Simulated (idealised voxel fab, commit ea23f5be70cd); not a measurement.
process module | voxel trench capacitor
cross-section cut | 230 nm wide | cells 5 nm
A cross-section is a grid of square cells, given in bands from the top down. A band is one or more rows of cells.
Each band's line starts with the height of the band's top and of its bottom, in nm. Then come its materials from left to right, each with its width in nm. One material with "throughout" fills the band from edge to edge. "air" is empty space.
Height 0 is the level under which the wafer as received is all one material. The lowest band goes on downwards, as in "0 down".
A width such as "30 to 40" changes by the same amount from each row of cells to the next, from the band's top row to its bottom row.
"no change" after a step means that no cell of the cross-section changed.
closed voids: empty space of 8 cells or more with no open way to the top, each as width x height at its distance from the left edge, in nm
after a step's settings: what the simulator itself notes on the step
overlay nm, on a step with a mask: how far to the right of its planned place the mask lay; to the left if negative
plan
1 op RECEIVE | material Si
2 op CONFORMAL_DEP | material SiN | thk nm 5
3 op DIRECTIONAL_DEP | material aC | thk nm 10
4 op PATTERN | tone open | mask id TRENCH | material resist | width nm 30 | pitch nm 55 | thk nm 30 | overlay nm 0
5 op DIRECTIONAL_ETCH | etch materials aC | depth nm 10
6 op STRIP | etch materials resist
7 op DIRECTIONAL_ETCH | etch materials SiN | depth nm 5
8 op DIRECTIONAL_ETCH | etch materials Si | depth nm 30
9 op STRIP | etch materials aC
10 op CONFORMAL_DEP | material HfO2 | thk nm 5
11 op CONFORMAL_DEP | material TiN | thk nm 5
12 op FILL_DEP | material W | thk nm 5
13 op CMP | height nm 5
as received, after step 1
  0 down: Si throughout
  closed voids: none
first wafer at the end, as planned
  5 to 0: SiN 70 | HfO2 5 | TiN 5 | W 10 | TiN 5 | HfO2 5 | SiN 25 | HfO2 5 | TiN 5 | W 10 | TiN 5 | HfO2 5 | SiN 75
  0 to -20: Si 70 | HfO2 5 | TiN 5 | W 10 | TiN 5 | HfO2 5 | Si 25 | HfO2 5 | TiN 5 | W 10 | TiN 5 | HfO2 5 | Si 75
  -20 to -25: Si 70 | HfO2 5 | TiN 20 | HfO2 5 | Si 25 | HfO2 5 | TiN 20 | HfO2 5 | Si 75
  -25 to -30: Si 70 | HfO2 30 | Si 25 | HfO2 30 | Si 75
  -30 down: Si throughout
  closed voids: none
second wafer at the end: like start, like plan, one mistake
  5 to 0: SiN 70 | aC 5 | TiN 5 | W 10 | TiN 5 | aC 5 | SiN 25 | aC 5 | TiN 5 | W 10 | TiN 5 | aC 5 | SiN 75
  0 to -20: Si 70 | aC 5 | TiN 5 | W 10 | TiN 5 | aC 5 | Si 25 | aC 5 | TiN 5 | W 10 | TiN 5 | aC 5 | Si 75
  -20 to -25: Si 70 | aC 5 | TiN 20 | aC 5 | Si 25 | aC 5 | TiN 20 | aC 5 | Si 75
  -25 to -30: Si 70 | aC 30 | Si 25 | aC 30 | Si 75
  -30 down: Si throughout
  closed voids: none
what went wrong: step 10 ran as: op CONFORMAL_DEP | material aC | thk nm 5
at the end the second wafer has, in cells: 36 fewer of HfO2 | 36 more of aC
